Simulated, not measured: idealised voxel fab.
A process module follows: voxel ribs on slabs.
Each square cell in cross-section cut measures 5 nm, and the section as a whole is 170 nm wide.
Bands, listed from the top down, are how a cross-section gets written in this document; the cross-section itself is a grid of square cells, and a band is one or more rows of them. Per band: top height and bottom height in nm, followed by the left-to-right materials and their widths in nm; "all across" marks a single material spanning edge to edge, "blank" marks empty space. Measure heights from 0. That's the level where, below it, the as-received wafer is all one material. The lowest band is bottomless and extends downward; write it as in "top 0, no bottom". It should be noted that a width expressed as "30 to 40" varies in equal increments from row to row of cells within the band, taking the value of the first number at the top row and that of the second number at the bottom row. No cell of the cross-section changed in a step that is given as "no modifications". Reported under the label "Fully closed voids" are the empty spaces having no open way to the top and comprising 8 cells or more; the notation for each is width x height at distance, in which the distance is measured from the left edge and all three values are in nm. If you see something after the settings on a step's line, that's the simulator's own remark about that step. "overlay nm" answers the question of how far to the right of plan the mask lay on a step that has a mask, and when it is negative the answer is to the left.

Planned step list for the process:
1,RECEIVE [material Si]
2,DIRECTIONAL_DEP [material SiO2] [thk nm 30]
3,DIRECTIONAL_DEP [material SiN] [thk nm 15]
4,PATTERN [tone cover] [mask id RIB] [material resist] [width nm 30] [thk nm 20] [overlay nm 0]
5,DIRECTIONAL_ETCH [etch materials SiN] [depth nm 10]
6,STRIP [etch materials resist]
7,DIRECTIONAL_DEP [material aC] [thk nm 10]
8,PATTERN [tone cover] [mask id SLAB] [material resist] [width nm 60] [thk nm 25] [overlay nm 0]
9,DIRECTIONAL_ETCH [etch materials aC] [depth nm 10]
10,STRIP [etch materials resist]
11,DIRECTIONAL_ETCH [etch materials SiN] [depth nm 5]
12,STRIP [etch materials aC]
13,FILL_DEP [material SiO2] [thk nm 30]
14,CMP [height nm 65]
15,DIRECTIONAL_DEP [material W] [thk nm 5]
16,PATTERN [tone cover] [mask id HEATER] [material resist] [width nm 40] [thk nm 20] [overlay nm 0]
17,DIRECTIONAL_ETCH [etch materials W] [depth nm 5]
18,STRIP [etch materials resist]
19,CONFORMAL_DEP [material SiN] [thk nm 10]

First wafer, two in total, run as planned:

Cross-section of the incoming wafer, state after step 1:
  top 0, no bottom | Si all across
  Fully closed voids: none

Cross-sectional representation of the wafer at the conclusion of step 2:
  top 30, bottom 0 | SiO2 all across
  At heights below 0, the structure remains unaltered.

Cross-sectional representation of the wafer at the conclusion of step 3:
  top 45, bottom 30 | SiN all across
  At heights below 30, the structure remains unaltered.

Cross-sectional representation of the wafer at the conclusion of step 4:
  top 65, bottom 45 | blank 70 / resist 30 / blank 70
  At heights below 45, the structure remains unaltered.

Cross-sectional representation of the wafer at the conclusion of step 5:
  top 65, bottom 45 | blank 70 / resist 30 / blank 70
  top 45, bottom 35 | blank 70 / SiN 30 / blank 70
  At heights below 35, the structure remains unaltered.

Cross-sectional representation of the wafer at the conclusion of step 6:
  top 45, bottom 35 | blank 70 / SiN 30 / blank 70
  At heights below 35, the structure remains unaltered.

Cross-sectional representation of the wafer at the conclusion of step 7:
  top 55, bottom 45 | blank 70 / aC 30 / blank 70
  top 45, bottom 35 | aC 70 / SiN 30 / aC 70
  At heights below 35, the structure remains unaltered.

Cross-sectional representation of the wafer at the conclusion of step 8:
  top 80, bottom 55 | blank 55 / resist 60 / blank 55
  top 55, bottom 45 | blank 55 / resist 15 / aC 30 / resist 15 / blank 55
  At heights below 45, the structure remains unaltered.

Cross-sectional representation of the wafer at the conclusion of step 9:
  top 70, bottom 55 | blank 55 / resist 60 / blank 55
  top 55, bottom 45 | blank 55 / resist 15 / aC 30 / resist 15 / blank 55
  top 45, bottom 35 | blank 55 / aC 15 / SiN 30 / aC 15 / blank 55
  At heights below 35, the structure remains unaltered.

Cross-sectional representation of the wafer at the conclusion of step 10:
  top 55, bottom 45 | blank 70 / aC 30 / blank 70
  At heights below 45, the structure remains unaltered.

Cross-sectional representation of the wafer at the conclusion of step 11:
  top 55, bottom 45 | blank 70 / aC 30 / blank 70
  top 45, bottom 35 | blank 55 / aC 15 / SiN 30 / aC 15 / blank 55
  top 35, bottom 30 | blank 55 / SiN 60 / blank 55
  At heights below 30, the structure remains unaltered.

Cross-sectional representation of the wafer at the conclusion of step 12:
  top 45, bottom 35 | blank 70 / SiN 30 / blank 70
  At heights below 35, the structure remains unaltered.

Cross-sectional representation of the wafer at the conclusion of step 13:
  top 75, bottom 45 | SiO2 all across
  top 45, bottom 35 | SiO2 70 / SiN 30 / SiO2 70
  top 35, bottom 30 | SiO2 55 / SiN 60 / SiO2 55
  At heights below 30, the structure remains unaltered.

Cross-sectional representation of the wafer at the conclusion of step 14:
  top 65, bottom 45 | SiO2 all across
  At heights below 45, the structure remains unaltered.

Cross-sectional representation of the wafer at the conclusion of step 15:
  top 70, bottom 65 | W all across
  At heights below 65, the structure remains unaltered.

Cross-sectional representation of the wafer at the conclusion of step 16:
  top 90, bottom 70 | blank 65 / resist 40 / blank 65
  At heights below 70, the structure remains unaltered.

Cross-sectional representation of the wafer at the conclusion of step 17:
  top 90, bottom 70 | blank 65 / resist 40 / blank 65
  top 70, bottom 65 | blank 65 / W 40 / blank 65
  At heights below 65, the structure remains unaltered.

Cross-sectional representation of the wafer at the conclusion of step 18:
  top 70, bottom 65 | blank 65 / W 40 / blank 65
  At heights below 65, the structure remains unaltered.

Cross-sectional representation of the wafer at the conclusion of step 19:
  top 80, bottom 75 | blank 55 / SiN 60 / blank 55
  top 75, bottom 70 | SiN all across
  top 70, bottom 65 | SiN 65 / W 40 / SiN 65
  At heights below 65, the structure remains unaltered.

Companion wafer, the second of two: same beginning, same intended sequence, one mistake in carrying it out; through step 15 inclusive it tracks the first exactly:

Cross-section of the second wafer corresponding to the planned conclusion of step 16:
  top 90, bottom 70 | blank 60 / resist 50 / blank 60
  At heights below 70, the structure remains unaltered.

Cross-section of the second wafer corresponding to the planned conclusion of step 17:
  top 90, bottom 70 | blank 60 / resist 50 / blank 60
  top 70, bottom 65 | blank 60 / W 50 / blank 60
  At heights below 65, the structure remains unaltered.

Cross-section of the second wafer corresponding to the planned conclusion of step 18:
  top 70, bottom 65 | blank 60 / W 50 / blank 60
  At heights below 65, the structure remains unaltered.

Cross-section of the second wafer corresponding to the planned conclusion of step 19:
  top 80, bottom 75 | blank 50 / SiN 70 / blank 50
  top 75, bottom 70 | SiN all across
  top 70, bottom 65 | SiN 60 / W 50 / SiN 60
  At heights below 65, the structure remains unaltered.
Nonconformance to the process plan: step 16 ran with different settings than intended, the actual operation and settings being PATTERN [tone cover] [mask id HEATER] [material resist] [width nm 50] [thk nm 20] [overlay nm 0]
End of process, cell counts, second wafer against first, materials with more or fewer: W: 2 more
